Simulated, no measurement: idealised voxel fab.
Name of the process module below: voxel quadruple lines
Square cells of 5 nm make up the cross-section cut, whose width is 280 nm.
Cross-section spec: square-cell grid; bands listed top down; each band is one or more rows. Per band: top height and bottom height in nm, followed by the left-to-right materials and their widths in nm; "full width" marks a single material spanning edge to edge, "empty" marks empty space. Zero point of the height axis is 0; under it, received wafer = one material. Lowest band: continues down indefinitely, "0 -> down". Note: "30->40" means the width goes from the first number (top row of the band) to the second number (bottom row) in equal steps per row of cells. Where a step carries "remained unchanged", the cross-section came out of it unchanged, cell for cell. If an empty space has no open way to the top and is at least 8 cells in size, "Unvented voids" lists it, written width x height at distance, where distance is measured from the left edge and every value is in nm. Anything after a step's settings on that line? It's the simulator's own note about the step. overlay nm: step with mask; distance mask lay right of planned place; negative value = left of planned place.

## Process steps (planned)
- 1: RECEIVE | material Si
- 2: CONFORMAL_DEP | material SiO2 | thk nm 10
- 3: DIRECTIONAL_DEP | material W | thk nm 10
- 4: DIRECTIONAL_DEP | material polySi | thk nm 20
- 5: DIRECTIONAL_DEP | material aC | thk nm 20
- 6: PATTERN | tone cover | mask id MANDREL | material resist | width nm 20 | pitch nm 60 | thk nm 25 | overlay nm 0
- 7: DIRECTIONAL_ETCH | etch materials aC | depth nm 20
- 8: STRIP | etch materials resist
- 9: CONFORMAL_DEP | material SiO2 | thk nm 10
- 10: DIRECTIONAL_ETCH | etch materials SiO2 | depth nm 10
- 11: STRIP | etch materials aC
- 12: DIRECTIONAL_ETCH | etch materials polySi | depth nm 20
- 13: STRIP | etch materials SiO2
- 14: CONFORMAL_DEP | material SiCN | thk nm 5
- 15: DIRECTIONAL_ETCH | etch materials SiCN | depth nm 5
- 16: STRIP | etch materials polySi
- 17: DIRECTIONAL_ETCH | etch materials W | depth nm 10
- 18: STRIP | etch materials SiCN

## The cross-section here shows the wafer as received, i.e. in its state after step 1
- 0 -> down: Si full width
- Unvented voids: none

## first wafer at the end, as planned
- 20 -> 10: empty 85 nm, then W 5 nm, then empty 10 nm, then W 5 nm, then empty 10 nm, then W 5 nm, then empty 10 nm, then W 5 nm, then empty 10 nm, then W 5 nm, then empty 10 nm, then W 5 nm, then empty 10 nm, then W 5 nm, then empty 10 nm, then W 5 nm, then empty 85 nm
- 10 -> 0: SiO2 full width
- 0 -> down: Si full width
- Unvented voids: none

## End of module, second wafer, cross-section. Started like the first, planned like the first, run with one mistake
- 20 -> 10: empty 95 nm, then W 5 nm, then empty 20 nm, then W 5 nm, then empty 30 nm, then W 5 nm, then empty 20 nm, then W 5 nm, then empty 95 nm
- 10 -> 0: SiO2 full width
- 0 -> down: Si full width
- Unvented voids: none
Here's what went sideways: step 6: run off-plan, actual operation and settings PATTERN | tone open | mask id MANDREL | material resist | width nm 20 | pitch nm 60 | thk nm 25 | overlay nm 0
At the finish, the second wafer shows more or fewer cells for some materials than the first does: W: 8 fewer
